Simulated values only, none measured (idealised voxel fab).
Process module name: voxel wiring stack
Square cell edge 5 nm, section width 270 nm, ID cut.
In what follows, cross-sections appear as grids of square cells, described through bands that run from the top down, where every band is one or more rows of cells.
Band: top height; bottom height; in nm. Then, left to right: material with width in nm, for each material. "throughout": a single material spanning edge to edge. "empty": empty space.
Below 0: as-received wafer, all one material; heights counted from there. Lowest band: no bottom, goes on down, written "0..down".
Think of "30..40" as a width that walks from the first number to the second as you go down the band, top row to bottom row, taking equal-sized steps from row to row.
The designation "no change", where it is given for a processing step, indicates that no cell of the cross-section was altered in the course of that step.
Look at "Closed cavity list" for the closed voids: empty spaces with no open path to the top, sized 8 cells or up. Each is width x height at distance, distance from the left edge, all nm.
On a step's line, text after the settings is the simulator commenting on that step.
Among the settings permitted on a step's line is "overlay nm"; applied to a step with a mask, it specifies the extent to which the mask lay to the right of its planned position, whereas a negative figure signifies a position to the left.

Planned step list for the process:
step 1: RECEIVE, material Si
step 2: CONFORMAL_DEP, material SiO2, thk nm 10
step 3: CONFORMAL_DEP, material SiCN, thk nm 5
step 4: DIRECTIONAL_DEP, material SiO2, thk nm 20
step 5: MASKED_ETCH, tone open, mask id METAL_1, width nm 20, pitch nm 45, etch materials SiO2, depth nm 20, overlay nm 0
step 6: MASKED_ETCH, tone open, mask id METAL_1, width nm 20, pitch nm 45, etch materials SiCN, depth nm 5, overlay nm 0
step 7: CONFORMAL_DEP, material TiN, thk nm 5
step 8: FILL_DEP, material Cu, thk nm 10
step 9: CMP, height nm 35
step 10: CONFORMAL_DEP, material SiCN, thk nm 5
step 11: DIRECTIONAL_DEP, material SiO2, thk nm 30
step 12: PATTERN, tone open, mask id METAL_2_HOLES, material resist, width nm 15, pitch nm 90, thk nm 15, overlay nm 0
step 13: DIRECTIONAL_ETCH, etch materials SiO2, depth nm 30
step 14: STRIP, etch materials resist
step 15: DIRECTIONAL_DEP, material aC, thk nm 10
step 16: PATTERN, tone open, mask id METAL_2, material resist, width nm 20, pitch nm 45, thk nm 25, overlay nm 0
step 17: DIRECTIONAL_ETCH, etch materials aC, depth nm 10
step 18: STRIP, etch materials resist
step 19: DIRECTIONAL_ETCH, etch materials SiO2, depth nm 20
step 20: DIRECTIONAL_ETCH, etch materials SiCN, depth nm 5
step 21: STRIP, etch materials aC
step 22: CONFORMAL_DEP, material TiN, thk nm 5
step 23: FILL_DEP, material Cu, thk nm 5
step 24: CMP, height nm 70
step 25: CONFORMAL_DEP, material SiCN, thk nm 5
step 26: DIRECTIONAL_DEP, material SiO2, thk nm 35
step 27: PATTERN, tone open, mask id METAL_3_HOLES, material resist, width nm 15, pitch nm 45, thk nm 15, overlay nm 0
step 28: DIRECTIONAL_ETCH, etch materials SiO2, depth nm 35
step 29: STRIP, etch materials resist
step 30: PATTERN, tone open, mask id METAL_3, material resist, width nm 20, pitch nm 45, thk nm 15, overlay nm 0
step 31: DIRECTIONAL_ETCH, etch materials SiO2, depth nm 20
step 32: DIRECTIONAL_ETCH, etch materials SiCN, depth nm 5
step 33: STRIP, etch materials resist
step 34: CONFORMAL_DEP, material TiN, thk nm 5
step 35: FILL_DEP, material Cu, thk nm 5
step 36: CMP, height nm 110
step 37: CONFORMAL_DEP, material SiCN, thk nm 5
step 38: DIRECTIONAL_DEP, material SiO2, thk nm 20
step 39: DIRECTIONAL_DEP, material aC, thk nm 15
step 40: PATTERN, tone open, mask id PLUG_3, material resist, width nm 15, pitch nm 90, thk nm 35, overlay nm 0
step 41: DIRECTIONAL_ETCH, etch materials aC, depth nm 15
step 42: STRIP, etch materials resist
step 43: DIRECTIONAL_ETCH, etch materials SiO2, depth nm 20
step 44: DIRECTIONAL_ETCH, etch materials SiCN, depth nm 5
step 45: STRIP, etch materials aC
step 46: CONFORMAL_DEP, material TiN, thk nm 5
step 47: FILL_DEP, material Cu, thk nm 5
step 48: CMP, height nm 135
step 49: DIRECTIONAL_DEP, material TiN, thk nm 5
step 50: DIRECTIONAL_DEP, material Ru, thk nm 25
step 51: PATTERN, tone cover, mask id METAL_4, material resist, width nm 20, pitch nm 45, thk nm 20, overlay nm 0
step 52: DIRECTIONAL_ETCH, etch materials Ru, depth nm 25
step 53: DIRECTIONAL_ETCH, etch materials TiN, depth nm 5
step 54: STRIP, etch materials resist
step 55: FILL_DEP, material SiO2, thk nm 5
step 56: CMP, height nm 165
step 57: CONFORMAL_DEP, material SiCN, thk nm 5

Delivered wafer in cross-section: state after step 1:
* 0..down: Si throughout
* Closed cavity list: none

The first of two wafers, cross-sectioned at the end of the module, with the run proceeding as planned:
* 170..165: SiCN throughout
* 165..140: SiO2 55, then Ru 20, then SiO2 25, then Ru 20, then SiO2 25, then Ru 20, then SiO2 25, then Ru 20, then SiO2 60
* 140..135: SiO2 55, then TiN 20, then SiO2 25, then TiN 20, then SiO2 25, then TiN 20, then SiO2 25, then TiN 20, then SiO2 60
* 135..115: SiO2 55, then TiN 5, then Cu 5, then TiN 5, then SiO2 75, then TiN 5, then Cu 5, then TiN 5, then SiO2 110
* 115..110: SiCN 55, then TiN 15, then SiCN 75, then TiN 15, then SiCN 110
* 110..95: SiO2 55, then TiN 5, then Cu 10, then TiN 5, then SiO2 25, then TiN 5, then Cu 10, then TiN 5, then SiO2 25, then TiN 5, then Cu 10, then TiN 5, then SiO2 25, then TiN 5, then Cu 10, then TiN 5, then SiO2 60
* 95..90: SiO2 55, then TiN 5, then Cu 5, then TiN 10, then SiO2 25, then TiN 5, then Cu 5, then TiN 10, then SiO2 25, then TiN 5, then Cu 5, then TiN 10, then SiO2 25, then TiN 5, then Cu 5, then TiN 10, then SiO2 60
* 90..75: SiO2 55, then TiN 5, then Cu 5, then TiN 5, then SiO2 30, then TiN 5, then Cu 5, then TiN 5, then SiO2 30, then TiN 5, then Cu 5, then TiN 5, then SiO2 30, then TiN 5, then Cu 5, then TiN 5, then SiO2 65
* 75..70: SiCN 55, then TiN 15, then SiCN 30, then TiN 15, then SiCN 30, then TiN 15, then SiCN 30, then TiN 15, then SiCN 65
* 70..55: SiO2 55, then TiN 5, then Cu 10, then TiN 5, then SiO2 25, then TiN 5, then Cu 10, then TiN 5, then SiO2 25, then TiN 5, then Cu 10, then TiN 5, then SiO2 25, then TiN 5, then Cu 10, then TiN 5, then SiO2 60
* 55..50: SiO2 55, then TiN 5, then Cu 5, then TiN 10, then SiO2 25, then TiN 20, then SiO2 25, then TiN 5, then Cu 5, then TiN 10, then SiO2 25, then TiN 20, then SiO2 60
* 50..40: SiO2 55, then TiN 5, then Cu 5, then TiN 5, then SiO2 75, then TiN 5, then Cu 5, then TiN 5, then SiO2 110
* 40..35: SiCN 55, then TiN 15, then SiCN 75, then TiN 15, then SiCN 110
* 35..15: SiO2 55, then TiN 5, then Cu 10, then TiN 5, then SiO2 25, then TiN 5, then Cu 10, then TiN 5, then SiO2 25, then TiN 5, then Cu 10, then TiN 5, then SiO2 25, then TiN 5, then Cu 10, then TiN 5, then SiO2 60
* 15..10: SiCN 55, then TiN 20, then SiCN 25, then TiN 20, then SiCN 25, then TiN 20, then SiCN 25, then TiN 20, then SiCN 60
* 10..0: SiO2 throughout
* 0..down: Si throughout
* Closed cavity list: none

The second wafer, shown in cross-section after the module: started the same way as the first and given the same plan, yet one mistake crept into how it was run:
* 170..165: SiCN throughout
* 165..140: SiO2 55, then Ru 20, then SiO2 25, then Ru 20, then SiO2 25, then Ru 20, then SiO2 25, then Ru 20, then SiO2 60
* 140..135: SiO2 55, then TiN 20, then SiO2 25, then TiN 20, then SiO2 25, then TiN 20, then SiO2 25, then TiN 20, then SiO2 60
* 135..130: SiCN 55, then TiN 15, then SiCN 75, then TiN 15, then SiCN 110
* 130..110: SiO2 throughout
* 110..95: SiO2 55, then TiN 5, then Cu 10, then TiN 5, then SiO2 25, then TiN 5, then Cu 10, then TiN 5, then SiO2 25, then TiN 5, then Cu 10, then TiN 5, then SiO2 25, then TiN 5, then Cu 10, then TiN 5, then SiO2 60
* 95..90: SiO2 55, then TiN 5, then Cu 5, then TiN 10, then SiO2 25, then TiN 5, then Cu 5, then TiN 10, then SiO2 25, then TiN 5, then Cu 5, then TiN 10, then SiO2 25, then TiN 5, then Cu 5, then TiN 10, then SiO2 60
* 90..75: SiO2 55, then TiN 5, then Cu 5, then TiN 5, then SiO2 30, then TiN 5, then Cu 5, then TiN 5, then SiO2 30, then TiN 5, then Cu 5, then TiN 5, then SiO2 30, then TiN 5, then Cu 5, then TiN 5, then SiO2 65
* 75..70: SiCN 55, then TiN 15, then SiCN 30, then TiN 15, then SiCN 30, then TiN 15, then SiCN 30, then TiN 15, then SiCN 65
* 70..55: SiO2 55, then TiN 5, then Cu 10, then TiN 5, then SiO2 25, then TiN 5, then Cu 10, then TiN 5, then SiO2 25, then TiN 5, then Cu 10, then TiN 5, then SiO2 25, then TiN 5, then Cu 10, then TiN 5, then SiO2 60
* 55..50: SiO2 55, then TiN 5, then Cu 5, then TiN 10, then SiO2 25, then TiN 20, then SiO2 25, then TiN 5, then Cu 5, then TiN 10, then SiO2 25, then TiN 20, then SiO2 60
* 50..40: SiO2 55, then TiN 5, then Cu 5, then TiN 5, then SiO2 75, then TiN 5, then Cu 5, then TiN 5, then SiO2 110
* 40..35: SiCN 55, then TiN 15, then SiCN 75, then TiN 15, then SiCN 110
* 35..15: SiO2 55, then TiN 5, then Cu 10, then TiN 5, then SiO2 25, then TiN 5, then Cu 10, then TiN 5, then SiO2 25, then TiN 5, then Cu 10, then TiN 5, then SiO2 25, then TiN 5, then Cu 10, then TiN 5, then SiO2 60
* 15..10: SiCN 55, then TiN 20, then SiCN 25, then TiN 20, then SiCN 25, then TiN 20, then SiCN 25, then TiN 20, then SiCN 60
* 10..0: SiO2 throughout
* 0..down: Si throughout
* Closed cavity list: none
Which mistake was made when the wafer was run? steps 37 and 38: order swapped relative to plan
Final cells, second wafer relative to first, materials higher or lower: -8 Cu; +24 SiO2; -16 TiN
